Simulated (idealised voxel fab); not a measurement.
The process module that follows is named voxel self aligned contacts.
Shown is cross-section cut, with a width of 165 nm and square cells of size 5 nm.
Format of a cross-section: grid, square cells. Given as bands. Order: top down. Band: one or more rows of cells. Within each band entry, the heights of the top and of the bottom of the band appear first, in that order and in nm; the materials of the band then follow from left to right, each with its corresponding width in nm. The designation "everywhere" on a single material indicates that it fills the band from edge to edge; the designation "empty" indicates empty space. Ref level 0: as-received wafer is one material below here. Bottom band extends down with no lower bound ("0 down"). With a width like "30 to 40", each row of cells in the band differs from the next by the same amount, the top row carrying the first number and the bottom row the second. When a step is marked "all unchanged", none of the cells in the cross-section changed during that step. "Closed void list" contains a list of empty spaces, each no smaller than 8 cells and without an open way to the top, written in the form width x height at distance with the distance from the left edge and all three in nm. On a step's line, text after the settings is the simulator commenting on that step. overlay nm, on a step with a mask: how far to the right of its planned place the mask lay; to the left if negative. Each of the pairs that make up the rest of this document says: here is the cross-section before one process step, here is the cross-section after it, drawn only down to the lowest band that changed, and here, under the pair, is the step lying between them with its settings. Different pairs may come from different runs of this module on the same starting wafer, so a pair continues from the pair above it only where its entry headed "Pre-step condition" says so.
### Pre-step condition
- 75 to 60: aC everywhere
- 60 to 50: SiO2 everywhere
- 50 to 30: SiO2=20, SiN=55, SiO2=15, SiN=55, SiO2=20
- 30 to 0: SiO2=20, SiN=10, polySi=35, SiN=10, SiO2=15, SiN=10, polySi=35, SiN=10, SiO2=20
- 0 to -5: SiO2 everywhere
- -5 down: Si everywhere
- Closed void list: none
### Section, Post-Step
- 105 to 75: resist=65, empty=35, resist=65
- below 75: unchanged
- Closed void list: none
Step, before to after (see cross-sections above): PATTERN,tone open,mask id CONTACT,material resist,width nm 35,thk nm 30,overlay nm 0
Pre-step condition: Please consult the pair immediately above; the cross-section it shows after its step is the state before this step.
### Section, Post-Step
- 90 to 75: resist=65, empty=35, resist=65
- 75 to 60: aC=65, empty=35, aC=65
- below 60: unchanged
- Closed void list: none
Step, before to after (see cross-sections above): DIRECTIONAL_ETCH,etch materials aC,depth nm 15
Pre-step condition: Please consult the pair immediately above; the cross-section it shows after its step is the state before this step.
### Section, Post-Step
- 75 to 60: aC=65, empty=35, aC=65
- below 60: unchanged
- Closed void list: none
Step, before to after (see cross-sections above): STRIP,etch materials resist
Pre-step condition: Please consult the pair immediately above; the cross-section it shows after its step is the state before this step.
### Section, Post-Step
- 75 to 60: aC=65, empty=35, aC=65
- 60 to 50: SiO2=65, empty=35, SiO2=65
- 50 to 30: SiO2=20, SiN=55, empty=15, SiN=55, SiO2=20
- 30 to 0: SiO2=20, SiN=10, polySi=35, SiN=10, empty=15, SiN=10, polySi=35, SiN=10, SiO2=20
- 0 to -5: SiO2=75, empty=15, SiO2=75
- below -5: unchanged
- Closed void list: none
Step, before to after (see cross-sections above): DIRECTIONAL_ETCH,etch materials SiO2,depth nm 65
Pre-step condition: Please consult the pair immediately above; the cross-section it shows after its step is the state before this step.
### Section, Post-Step
- 60 to 50: SiO2=65, empty=35, SiO2=65
- below 50: unchanged
- Closed void list: none
Step, before to after (see cross-sections above): STRIP,etch materials aC
Pre-step condition: Please consult the pair immediately above; the cross-section it shows after its step is the state before this step.
### Section, Post-Step
- 65 to 60: TiN=70, empty=25, TiN=70
- 60 to 50: SiO2=65, TiN=5 to 15, empty=25 to 5, TiN=5 to 15, SiO2=65
- 50 to 30: SiO2=20, SiN=55, TiN=5, empty=5, TiN=5, SiN=55, SiO2=20
- 30 to 0: SiO2=20, SiN=10, polySi=35, SiN=10, TiN=5, empty=5, TiN=5, SiN=10, polySi=35, SiN=10, SiO2=20
- 0 to -5: SiO2=75, TiN=15, SiO2=75
- below -5: unchanged
- Closed void list: none
Step, before to after (see cross-sections above): CONFORMAL_DEP,material TiN,thk nm 5
Pre-step condition: Please consult the pair immediately above; the cross-section it shows after its step is the state before this step.
### Section, Post-Step
- 75 to 65: Ru everywhere
- 65 to 60: TiN=70, Ru=25, TiN=70
- 60 to 50: SiO2=65, TiN=5 to 15, Ru=25 to 5, TiN=5 to 15, SiO2=65
- 50 to 30: SiO2=20, SiN=55, TiN=5, Ru=5, TiN=5, SiN=55, SiO2=20
- 30 to 0: SiO2=20, SiN=10, polySi=35, SiN=10, TiN=5, Ru=5, TiN=5, SiN=10, polySi=35, SiN=10, SiO2=20
- below 0: unchanged
- Closed void list: none
Step, before to after (see cross-sections above): FILL_DEP,material Ru,thk nm 10
Pre-step condition: Please consult the pair immediately above; the cross-section it shows after its step is the state before this step.
### Section, Post-Step
- 60 to 50: SiO2=65, TiN=5 to 15, Ru=25 to 5, TiN=5 to 15, SiO2=65
- below 50: unchanged
- Closed void list: none
Step, before to after (see cross-sections above): CMP,height nm 60
Pre-step condition: Please consult the pair immediately above; the cross-section it shows after its step is the state before this step.
### Section, Post-Step
- 65 to 60: SiCN everywhere
- below 60: unchanged
- Closed void list: none
Step, before to after (see cross-sections above): CONFORMAL_DEP,material SiCN,thk nm 5
### Pre-step condition
- 75 to 60: aC everywhere
- 60 to 50: SiO2 everywhere
- 50 to 30: SiO2=20, SiN=55, SiO2=15, SiN=55, SiO2=20
- 30 to 0: SiO2=20, SiN=10, polySi=35, SiN=10, SiO2=15, SiN=10, polySi=35, SiN=10, SiO2=20
- 0 to -5: SiO2 everywhere
- -5 down: Si everywhere
- Closed void list: none
### Section, Post-Step
- 105 to 75: resist=50, empty=45, resist=70
- below 75: unchanged
- Closed void list: none
Step, before to after (see cross-sections above): PATTERN,tone open,mask id CONTACT,material resist,width nm 45,thk nm 30,overlay nm -10
Pre-step condition: Please consult the pair immediately above; the cross-section it shows after its step is the state before this step.
### Section, Post-Step
- 90 to 75: resist=50, empty=45, resist=70
- 75 to 60: aC=50, empty=45, aC=70
- below 60: unchanged
- Closed void list: none
Step, before to after (see cross-sections above): DIRECTIONAL_ETCH,etch materials aC,depth nm 15
Pre-step condition: Please consult the pair immediately above; the cross-section it shows after its step is the state before this step.
### Section, Post-Step
- 75 to 60: aC=50, empty=45, aC=70
- below 60: unchanged
- Closed void list: none
Step, before to after (see cross-sections above): STRIP,etch materials resist
Pre-step condition: Please consult the pair immediately above; the cross-section it shows after its step is the state before this step.
### Section, Post-Step
- 75 to 60: aC=50, empty=45, aC=70
- 60 to 50: SiO2=50, empty=45, SiO2=70
- 50 to 30: SiO2=20, SiN=55, empty=15, SiN=55, SiO2=20
- 30 to 0: SiO2=20, SiN=10, polySi=35, SiN=10, empty=15, SiN=10, polySi=35, SiN=10, SiO2=20
- 0 to -5: SiO2=75, empty=15, SiO2=75
- below -5: unchanged
- Closed void list: none
Step, before to after (see cross-sections above): DIRECTIONAL_ETCH,etch materials SiO2,depth nm 65
Pre-step condition: Please consult the pair immediately above; the cross-section it shows after its step is the state before this step.
### Section, Post-Step
- 60 to 50: SiO2=50, empty=45, SiO2=70
- below 50: unchanged
- Closed void list: none
Step, before to after (see cross-sections above): STRIP,etch materials aC
Pre-step condition: Please consult the pair immediately above; the cross-section it shows after its step is the state before this step.
### Section, Post-Step
- 65 to 60: TiN=55, empty=35, TiN=75
- 60 to 50: SiO2=50, TiN=5 to 30, empty=35 to 5, TiN=5 to 10, SiO2=70
- 50 to 30: SiO2=20, SiN=55, TiN=5, empty=5, TiN=5, SiN=55, SiO2=20
- 30 to 0: SiO2=20, SiN=10, polySi=35, SiN=10, TiN=5, empty=5, TiN=5, SiN=10, polySi=35, SiN=10, SiO2=20
- 0 to -5: SiO2=75, TiN=15, SiO2=75
- below -5: unchanged
- Closed void list: none
Step, before to after (see cross-sections above): CONFORMAL_DEP,material TiN,thk nm 5
Pre-step condition: Please consult the pair immediately above; the cross-section it shows after its step is the state before this step.
### Section, Post-Step
- 75 to 65: Ru everywhere
- 65 to 60: TiN=55, Ru=35, TiN=75
- 60 to 50: SiO2=50, TiN=5 to 30, Ru=35 to 5, TiN=5 to 10, SiO2=70
- 50 to 30: SiO2=20, SiN=55, TiN=5, Ru=5, TiN=5, SiN=55, SiO2=20
- 30 to 0: SiO2=20, SiN=10, polySi=35, SiN=10, TiN=5, Ru=5, TiN=5, SiN=10, polySi=35, SiN=10, SiO2=20
- below 0: unchanged
- Closed void list: none
Step, before to after (see cross-sections above): FILL_DEP,material Ru,thk nm 10
Pre-step condition: Please consult the pair immediately above; the cross-section it shows after its step is the state before this step.
### Section, Post-Step
- 60 to 50: SiO2=50, TiN=5 to 30, Ru=35 to 5, TiN=5 to 10, SiO2=70
- below 50: unchanged
- Closed void list: none
Step, before to after (see cross-sections above): CMP,height nm 60
Pre-step condition: Please consult the pair immediately above; the cross-section it shows after its step is the state before this step.
### Section, Post-Step
- 65 to 60: SiCN everywhere
- below 60: unchanged
- Closed void list: none
Step, before to after (see cross-sections above): CONFORMAL_DEP,material SiCN,thk nm 5
### Pre-step condition
- 65 to 60: TiN=65, empty=35, TiN=65
- 60 to 50: SiO2=60, TiN=5 to 20, empty=35 to 5, TiN=5 to 20, SiO2=60
- 50 to 30: SiO2=20, SiN=55, TiN=5, empty=5, TiN=5, SiN=55, SiO2=20
- 30 to 0: SiO2=20, SiN=10, polySi=35, SiN=10, TiN=5, empty=5, TiN=5, SiN=10, polySi=35, SiN=10, SiO2=20
- 0 to -5: SiO2=75, TiN=15, SiO2=75
- -5 down: Si everywhere
- Closed void list: none
### Section, Post-Step
- 75 to 65: aC everywhere
- 65 to 60: TiN=65, aC=35, TiN=65
- 60 to 50: SiO2=60, TiN=5 to 20, aC=35 to 5, TiN=5 to 20, SiO2=60
- 50 to 30: SiO2=20, SiN=55, TiN=5, aC=5, TiN=5, SiN=55, SiO2=20
- 30 to 0: SiO2=20, SiN=10, polySi=35, SiN=10, TiN=5, aC=5, TiN=5, SiN=10, polySi=35, SiN=10, SiO2=20
- below 0: unchanged
- Closed void list: none
Step, before to after (see cross-sections above): FILL_DEP,material aC,thk nm 10
Pre-step condition: Please consult the pair immediately above; the cross-section it shows after its step is the state before this step.
### Section, Post-Step
- 60 to 50: SiO2=60, TiN=5 to 20, aC=35 to 5, TiN=5 to 20, SiO2=60
- below 50: unchanged
- Closed void list: none
Step, before to after (see cross-sections above): CMP,height nm 60
Pre-step condition: Please consult the pair immediately above; the cross-section it shows after its step is the state before this step.
### Section, Post-Step
- 65 to 60: SiCN everywhere
- below 60: unchanged
- Closed void list: none
Step, before to after (see cross-sections above): CONFORMAL_DEP,material SiCN,thk nm 5
### Pre-step condition
- 65 to 50: aC everywhere
- 50 to 30: SiN everywhere
- 30 to 0: polySi everywhere
- 0 to -5: SiO2 everywhere
- -5 down: Si everywhere
- Closed void list: none
### Section, Post-Step
- 95 to 65: resist=30, empty=35, resist=35, empty=35, resist=30
- below 65: unchanged
- Closed void list: none
Step, before to after (see cross-sections above): PATTERN,tone open,mask id GATE,material resist,width nm 35,pitch nm 70,thk nm 30,overlay nm 0
Pre-step condition: Please consult the pair immediately above; the cross-section it shows after its step is the state before this step.
### Section, Post-Step
- 80 to 65: resist=30, empty=35, resist=35, empty=35, resist=30
- 65 to 50: aC=30, empty=35, aC=35, empty=35, aC=30
- below 50: unchanged
- Closed void list: none
Step, before to after (see cross-sections above): DIRECTIONAL_ETCH,etch materials aC,depth nm 15
Pre-step condition: Please consult the pair immediately above; the cross-section it shows after its step is the state before this step.
### Section, Post-Step
- 65 to 50: aC=30, empty=35, aC=35, empty=35, aC=30
- below 50: unchanged
- Closed void list: none
Step, before to after (see cross-sections above): STRIP,etch materials resist
Pre-step condition: Please consult the pair immediately above; the cross-section it shows after its step is the state before this step.
### Section, Post-Step
- 65 to 50: aC=30, empty=35, aC=35, empty=35, aC=30
- 50 to 30: SiN=30, empty=35, SiN=35, empty=35, SiN=30
- below 30: unchanged
- Closed void list: none
Step, before to after (see cross-sections above): DIRECTIONAL_ETCH,etch materials SiN,depth nm 20
Pre-step condition: Please consult the pair immediately above; the cross-section it shows after its step is the state before this step.
### Section, Post-Step
- 65 to 50: aC=30, empty=35, aC=35, empty=35, aC=30
- 50 to 30: SiN=30, empty=35, SiN=35, empty=35, SiN=30
- 30 to 0: polySi=30, empty=35, polySi=35, empty=35, polySi=30
- below 0: unchanged
- Closed void list: none
Step, before to after (see cross-sections above): DIRECTIONAL_ETCH,etch materials polySi,depth nm 30
Pre-step condition: Please consult the pair immediately above; the cross-section it shows after its step is the state before this step.
### Section, Post-Step
- 50 to 30: SiN=30, empty=35, SiN=35, empty=35, SiN=30
- below 30: unchanged
- Closed void list: none
Step, before to after (see cross-sections above): STRIP,etch materials aC
Pre-step condition: Please consult the pair immediately above; the cross-section it shows after its step is the state before this step.
### Section, Post-Step
- 60 to 30: SiN=40, empty=15, SiN=55, empty=15, SiN=40
- 30 to 10: polySi=30, SiN=10, empty=15, SiN=10, polySi=35, SiN=10, empty=15, SiN=10, polySi=30
- 10 to 0: polySi=30, SiN=35, polySi=35, SiN=35, polySi=30
- below 0: unchanged
- Closed void list: none
Step, before to after (see cross-sections above): CONFORMAL_DEP,material SiN,thk nm 10
Pre-step condition: Please consult the pair immediately above; the cross-section it shows after its step is the state before this step.
### Section, Post-Step
- 50 to 30: SiN=40, empty=15, SiN=55, empty=15, SiN=40
- 30 to 0: polySi=30, SiN=10, empty=15, SiN=10, polySi=35, SiN=10, empty=15, SiN=10, polySi=30
- below 0: unchanged
- Closed void list: none
Step, before to after (see cross-sections above): DIRECTIONAL_ETCH,etch materials SiN,depth nm 10
Pre-step condition: Please consult the pair immediately above; the cross-section it shows after its step is the state before this step.
### Section, Post-Step
- 65 to 50: SiO2 everywhere
- 50 to 30: SiN=40, SiO2=15, SiN=55, SiO2=15, SiN=40
- 30 to 0: polySi=30, SiN=10, SiO2=15, SiN=10, polySi=35, SiN=10, SiO2=15, SiN=10, polySi=30
- below 0: unchanged
- Closed void list: none
Step, before to after (see cross-sections above): FILL_DEP,material SiO2,thk nm 15
Pre-step condition: Please consult the pair immediately above; the cross-section it shows after its step is the state before this step.
### Section, Post-Step
- 60 to 50: SiO2 everywhere
- below 50: unchanged
- Closed void list: none
Step, before to after (see cross-sections above): CMP,height nm 60
Pre-step condition: Please consult the pair immediately above; the cross-section it shows after its step is the state before this step.
### Section, Post-Step
- 75 to 60: aC everywhere
- below 60: unchanged
- Closed void list: none
Step, before to after (see cross-sections above): DIRECTIONAL_DEP,material aC,thk nm 15
Pre-step condition: Please consult the pair immediately above; the cross-section it shows after its step is the state before this step.
### Section, Post-Step
- 105 to 75: resist=60, empty=45, resist=60
- below 75: unchanged
- Closed void list: none
Step, before to after (see cross-sections above): PATTERN,tone open,mask id CONTACT,material resist,width nm 45,thk nm 30,overlay nm 0
Pre-step condition: Please consult the pair immediately above; the cross-section it shows after its step is the state before this step.
### Section, Post-Step
- 90 to 75: resist=60, empty=45, resist=60
- 75 to 60: aC=60, empty=45, aC=60
- below 60: unchanged
- Closed void list: none
Step, before to after (see cross-sections above): DIRECTIONAL_ETCH,etch materials aC,depth nm 15
Pre-step condition: Please consult the pair immediately above; the cross-section it shows after its step is the state before this step.
### Section, Post-Step
- 75 to 60: aC=60, empty=45, aC=60
- below 60: unchanged
- Closed void list: none
Step, before to after (see cross-sections above): STRIP,etch materials resist
Pre-step condition: Please consult the pair immediately above; the cross-section it shows after its step is the state before this step.
### Section, Post-Step
- 75 to 60: aC=60, empty=45, aC=60
- 60 to 50: SiO2=60, empty=45, SiO2=60
- below 50: unchanged
- Closed void list: none
Step, before to after (see cross-sections above): DIRECTIONAL_ETCH,etch materials SiO2,depth nm 65
Pre-step condition: Please consult the pair immediately above; the cross-section it shows after its step is the state before this step.
### Section, Post-Step
- 60 to 50: SiO2=60, empty=45, SiO2=60
- below 50: unchanged
- Closed void list: none
Step, before to after (see cross-sections above): STRIP,etch materials aC
Pre-step condition: Please consult the pair immediately above; the cross-section it shows after its step is the state before this step.
### Section, Post-Step
- 65 to 60: TiN=65, empty=35, TiN=65
- 60 to 55: SiO2=60, TiN=5, empty=35, TiN=5, SiO2=60
- 55 to 50: SiO2=60, TiN=45, SiO2=60
- below 50: unchanged
- Closed void list: none
Step, before to after (see cross-sections above): CONFORMAL_DEP,material TiN,thk nm 5
Pre-step condition: Please consult the pair immediately above; the cross-section it shows after its step is the state before this step.
### Section, Post-Step
- 75 to 65: Ru everywhere
- 65 to 60: TiN=65, Ru=35, TiN=65
- 60 to 55: SiO2=60, TiN=5, Ru=35, TiN=5, SiO2=60
- below 55: unchanged
- Closed void list: none
Step, before to after (see cross-sections above): FILL_DEP,material Ru,thk nm 10
Pre-step condition: Please consult the pair immediately above; the cross-section it shows after its step is the state before this step.
### Section, Post-Step
- 60 to 55: SiO2=60, TiN=5, Ru=35, TiN=5, SiO2=60
- below 55: unchanged
- Closed void list: none
Step, before to after (see cross-sections above): CMP,height nm 60
Pre-step condition: Please consult the pair immediately above; the cross-section it shows after its step is the state before this step.
### Section, Post-Step
- 65 to 60: SiCN everywhere
- below 60: unchanged
- Closed void list: none
Step, before to after (see cross-sections above): CONFORMAL_DEP,material SiCN,thk nm 5
